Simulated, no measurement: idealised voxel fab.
The process module presented herein is designated voxel self aligned contacts.
Square cell edge 5 nm, section width 265 nm, ID cut.
Think of the cross-section as a grid of square cells. We describe it in bands, top to bottom, and each band covers one or more rows of those cells.
Band: top and bottom heights (nm) first, top before bottom; then materials from left to right, widths in nm. "edge to edge" marks a sole material filling the band edge to edge. "empty" denotes empty space.
Below 0: as-received wafer, all one material; heights counted from there. Lowest band: no bottom, goes on down, written "top 0, no bottom".
So if you see something like "30 to 40" for the width, read it as the top row of the band sitting at the first number and the bottom row at the second, with every row in between moving by the same amount as the last.
The designation "changes: none", where it is given for a processing step, indicates that no cell of the cross-section was altered in the course of that step.
For the entry "Voids lacking openings", the listed items are empty spaces with no open way to the top whose size is 8 cells or more; each item follows the pattern width x height at distance, where distance is from the left edge and all three are in nm.
The remark found on a step's line after its settings is issued by the simulator itself and pertains to that step.
Among the settings permitted on a step's line is "overlay nm"; applied to a step with a mask, it specifies the extent to which the mask lay to the right of its planned position, whereas a negative figure signifies a position to the left.

**Set out below are the planned steps of the process**
1,RECEIVE,material Si
2,OXIDIZE,depth nm 5
3,DIRECTIONAL_DEP,material polySi,thk nm 30
4,DIRECTIONAL_DEP,material SiN,thk nm 15
5,PATTERN,tone cover,mask id GATE,material resist,width nm 25,pitch nm 60,thk nm 20,overlay nm 0
6,DIRECTIONAL_ETCH,etch materials SiN,depth nm 15
7,DIRECTIONAL_ETCH,etch materials polySi,depth nm 30
8,STRIP,etch materials resist
9,CONFORMAL_DEP,material SiN,thk nm 5
10,DIRECTIONAL_ETCH,etch materials SiN,depth nm 5
11,FILL_DEP,material SiO2,thk nm 15
12,CMP,height nm 55
13,MASKED_ETCH,tone open,mask id CONTACT,width nm 45,pitch nm 60,etch materials SiO2,depth nm 60,overlay nm 0
14,CONFORMAL_DEP,material TiN,thk nm 5
15,FILL_DEP,material Ru,thk nm 5
16,CMP,height nm 55
17,CONFORMAL_DEP,material SiCN,thk nm 5

**First of two wafers, with the run carried out as planned**

**Wafer as received: cross-section following step 1**
    top 0, no bottom | Si edge to edge
    Voids lacking openings: none

**The wafer in cross-section once step 2 is complete**
    top 0, bottom -5 | SiO2 edge to edge
    All layers under -5 are left as they were.

**The wafer in cross-section once step 3 is complete**
    top 30, bottom 0 | polySi edge to edge
    All layers under 0 are left as they were.

**The wafer in cross-section once step 4 is complete**
    top 45, bottom 30 | SiN edge to edge
    All layers under 30 are left as they were.

**The wafer in cross-section once step 5 is complete**
    top 65, bottom 45 | 60 empty, 25 resist, 35 empty, 25 resist, 35 empty, 25 resist, 60 empty
    All layers under 45 are left as they were.

**The wafer in cross-section once step 6 is complete**
    top 65, bottom 45 | 60 empty, 25 resist, 35 empty, 25 resist, 35 empty, 25 resist, 60 empty
    top 45, bottom 30 | 60 empty, 25 SiN, 35 empty, 25 SiN, 35 empty, 25 SiN, 60 empty
    All layers under 30 are left as they were.

**The wafer in cross-section once step 7 is complete**
    top 65, bottom 45 | 60 empty, 25 resist, 35 empty, 25 resist, 35 empty, 25 resist, 60 empty
    top 45, bottom 30 | 60 empty, 25 SiN, 35 empty, 25 SiN, 35 empty, 25 SiN, 60 empty
    top 30, bottom 0 | 60 empty, 25 polySi, 35 empty, 25 polySi, 35 empty, 25 polySi, 60 empty
    All layers under 0 are left as they were.

**The wafer in cross-section once step 8 is complete**
    top 45, bottom 30 | 60 empty, 25 SiN, 35 empty, 25 SiN, 35 empty, 25 SiN, 60 empty
    All layers under 30 are left as they were.

**The wafer in cross-section once step 9 is complete**
    top 50, bottom 30 | 55 empty, 35 SiN, 25 empty, 35 SiN, 25 empty, 35 SiN, 55 empty
    top 30, bottom 5 | 55 empty, 5 SiN, 25 polySi, 5 SiN, 25 empty, 5 SiN, 25 polySi, 5 SiN, 25 empty, 5 SiN, 25 polySi, 5 SiN, 55 empty
    top 5, bottom 0 | 60 SiN, 25 polySi, 35 SiN, 25 polySi, 35 SiN, 25 polySi, 60 SiN
    All layers under 0 are left as they were.

**The wafer in cross-section once step 10 is complete**
    top 45, bottom 30 | 55 empty, 35 SiN, 25 empty, 35 SiN, 25 empty, 35 SiN, 55 empty
    top 30, bottom 0 | 55 empty, 5 SiN, 25 polySi, 5 SiN, 25 empty, 5 SiN, 25 polySi, 5 SiN, 25 empty, 5 SiN, 25 polySi, 5 SiN, 55 empty
    All layers under 0 are left as they were.

**The wafer in cross-section once step 11 is complete**
    top 60, bottom 45 | SiO2 edge to edge
    top 45, bottom 30 | 55 SiO2, 35 SiN, 25 SiO2, 35 SiN, 25 SiO2, 35 SiN, 55 SiO2
    top 30, bottom 0 | 55 SiO2, 5 SiN, 25 polySi, 5 SiN, 25 SiO2, 5 SiN, 25 polySi, 5 SiN, 25 SiO2, 5 SiN, 25 polySi, 5 SiN, 55 SiO2
    All layers under 0 are left as they were.

**The wafer in cross-section once step 12 is complete**
    top 55, bottom 45 | SiO2 edge to edge
    All layers under 45 are left as they were.

**The wafer in cross-section once step 13 is complete**
    top 55, bottom 45 | 80 SiO2, 45 empty, 15 SiO2, 45 empty, 80 SiO2
    top 45, bottom 30 | 55 SiO2, 35 SiN, 25 empty, 35 SiN, 25 empty, 35 SiN, 55 SiO2
    top 30, bottom 0 | 55 SiO2, 5 SiN, 25 polySi, 5 SiN, 25 empty, 5 SiN, 25 polySi, 5 SiN, 25 empty, 5 SiN, 25 polySi, 5 SiN, 55 SiO2
    top 0, bottom -5 | 90 SiO2, 25 empty, 35 SiO2, 25 empty, 90 SiO2
    All layers under -5 are left as they were.

**The wafer in cross-section once step 14 is complete**
    top 60, bottom 55 | 85 TiN, 35 empty, 25 TiN, 35 empty, 85 TiN
    top 55, bottom 45 | 80 SiO2, 5 to 15 TiN, 35 to 15 empty, 5 to 15 TiN, 15 SiO2, 5 to 15 TiN, 35 to 15 empty, 5 to 15 TiN, 80 SiO2
    top 45, bottom 30 | 55 SiO2, 35 SiN, 5 TiN, 15 empty, 5 TiN, 35 SiN, 5 TiN, 15 empty, 5 TiN, 35 SiN, 55 SiO2
    top 30, bottom 0 | 55 SiO2, 5 SiN, 25 polySi, 5 SiN, 5 TiN, 15 empty, 5 TiN, 5 SiN, 25 polySi, 5 SiN, 5 TiN, 15 empty, 5 TiN, 5 SiN, 25 polySi, 5 SiN, 55 SiO2
    top 0, bottom -5 | 90 SiO2, 25 TiN, 35 SiO2, 25 TiN, 90 SiO2
    All layers under -5 are left as they were.

**The wafer in cross-section once step 15 is complete**
    top 65, bottom 60 | Ru edge to edge
    top 60, bottom 55 | 85 TiN, 35 Ru, 25 TiN, 35 Ru, 85 TiN
    top 55, bottom 45 | 80 SiO2, 5 to 15 TiN, 35 to 15 Ru, 5 to 15 TiN, 15 SiO2, 5 to 15 TiN, 35 to 15 Ru, 5 to 15 TiN, 80 SiO2
    top 45, bottom 30 | 55 SiO2, 35 SiN, 5 TiN, 15 Ru, 5 TiN, 35 SiN, 5 TiN, 15 Ru, 5 TiN, 35 SiN, 55 SiO2
    top 30, bottom 0 | 55 SiO2, 5 SiN, 25 polySi, 5 SiN, 5 TiN, 15 Ru, 5 TiN, 5 SiN, 25 polySi, 5 SiN, 5 TiN, 15 Ru, 5 TiN, 5 SiN, 25 polySi, 5 SiN, 55 SiO2
    All layers under 0 are left as they were.

**The wafer in cross-section once step 16 is complete**
    top 55, bottom 45 | 80 SiO2, 5 to 15 TiN, 35 to 15 Ru, 5 to 15 TiN, 15 SiO2, 5 to 15 TiN, 35 to 15 Ru, 5 to 15 TiN, 80 SiO2
    All layers under 45 are left as they were.

**The wafer in cross-section once step 17 is complete**
    top 60, bottom 55 | SiCN edge to edge
    All layers under 55 are left as they were.

**Wafer two. Same start, same plan, one slip in execution. Same as wafer one through step 3, inclusive**

**Look at the second wafer in cross-section at the time step 4 ought to have finished**
    top 60, bottom 30 | SiN edge to edge
    All layers under 30 are left as they were.

**Look at the second wafer in cross-section at the time step 5 ought to have finished**
    top 80, bottom 60 | 60 empty, 25 resist, 35 empty, 25 resist, 35 empty, 25 resist, 60 empty
    All layers under 60 are left as they were.

**Look at the second wafer in cross-section at the time step 6 ought to have finished**
    top 80, bottom 60 | 60 empty, 25 resist, 35 empty, 25 resist, 35 empty, 25 resist, 60 empty
    top 60, bottom 45 | 60 empty, 25 SiN, 35 empty, 25 SiN, 35 empty, 25 SiN, 60 empty
    All layers under 45 are left as they were.

Look at the second wafer in cross-section at the time step 7 ought to have finished: changes: none

**Look at the second wafer in cross-section at the time step 8 ought to have finished**
    top 60, bottom 45 | 60 empty, 25 SiN, 35 empty, 25 SiN, 35 empty, 25 SiN, 60 empty
    All layers under 45 are left as they were.

**Look at the second wafer in cross-section at the time step 9 ought to have finished**
    top 65, bottom 50 | 55 empty, 35 SiN, 25 empty, 35 SiN, 25 empty, 35 SiN, 55 empty
    top 50, bottom 30 | SiN edge to edge
    All layers under 30 are left as they were.

**Look at the second wafer in cross-section at the time step 10 ought to have finished**
    top 60, bottom 45 | 55 empty, 35 SiN, 25 empty, 35 SiN, 25 empty, 35 SiN, 55 empty
    All layers under 45 are left as they were.

**Look at the second wafer in cross-section at the time step 11 ought to have finished**
    top 75, bottom 60 | SiO2 edge to edge
    top 60, bottom 45 | 55 SiO2, 35 SiN, 25 SiO2, 35 SiN, 25 SiO2, 35 SiN, 55 SiO2
    All layers under 45 are left as they were.

**Look at the second wafer in cross-section at the time step 12 ought to have finished**
    top 55, bottom 45 | 55 SiO2, 35 SiN, 25 SiO2, 35 SiN, 25 SiO2, 35 SiN, 55 SiO2
    All layers under 45 are left as they were.

**Look at the second wafer in cross-section at the time step 13 ought to have finished**
    top 55, bottom 45 | 55 SiO2, 35 SiN, 25 empty, 35 SiN, 25 empty, 35 SiN, 55 SiO2
    All layers under 45 are left as they were.

**Look at the second wafer in cross-section at the time step 14 ought to have finished**
    top 60, bottom 55 | 95 TiN, 15 empty, 45 TiN, 15 empty, 95 TiN
    top 55, bottom 50 | 55 SiO2, 35 SiN, 5 TiN, 15 empty, 5 TiN, 35 SiN, 5 TiN, 15 empty, 5 TiN, 35 SiN, 55 SiO2
    top 50, bottom 45 | 55 SiO2, 35 SiN, 25 TiN, 35 SiN, 25 TiN, 35 SiN, 55 SiO2
    All layers under 45 are left as they were.

**Look at the second wafer in cross-section at the time step 15 ought to have finished**
    top 65, bottom 60 | Ru edge to edge
    top 60, bottom 55 | 95 TiN, 15 Ru, 45 TiN, 15 Ru, 95 TiN
    top 55, bottom 50 | 55 SiO2, 35 SiN, 5 TiN, 15 Ru, 5 TiN, 35 SiN, 5 TiN, 15 Ru, 5 TiN, 35 SiN, 55 SiO2
    All layers under 50 are left as they were.

**Look at the second wafer in cross-section at the time step 16 ought to have finished**
    top 55, bottom 50 | 55 SiO2, 35 SiN, 5 TiN, 15 Ru, 5 TiN, 35 SiN, 5 TiN, 15 Ru, 5 TiN, 35 SiN, 55 SiO2
    All layers under 50 are left as they were.

**Look at the second wafer in cross-section at the time step 17 ought to have finished**
    top 60, bottom 55 | SiCN edge to edge
    All layers under 55 are left as they were.
Deviation from plan: step 4 in the plan was executed twice
In the final state, the cell counts of the second wafer exceed or fall short of those of the first for the following materials: 68 fewer of Ru | 102 more of SiN | 214 fewer of SiO2 | 48 fewer of TiN | 228 more of polySi
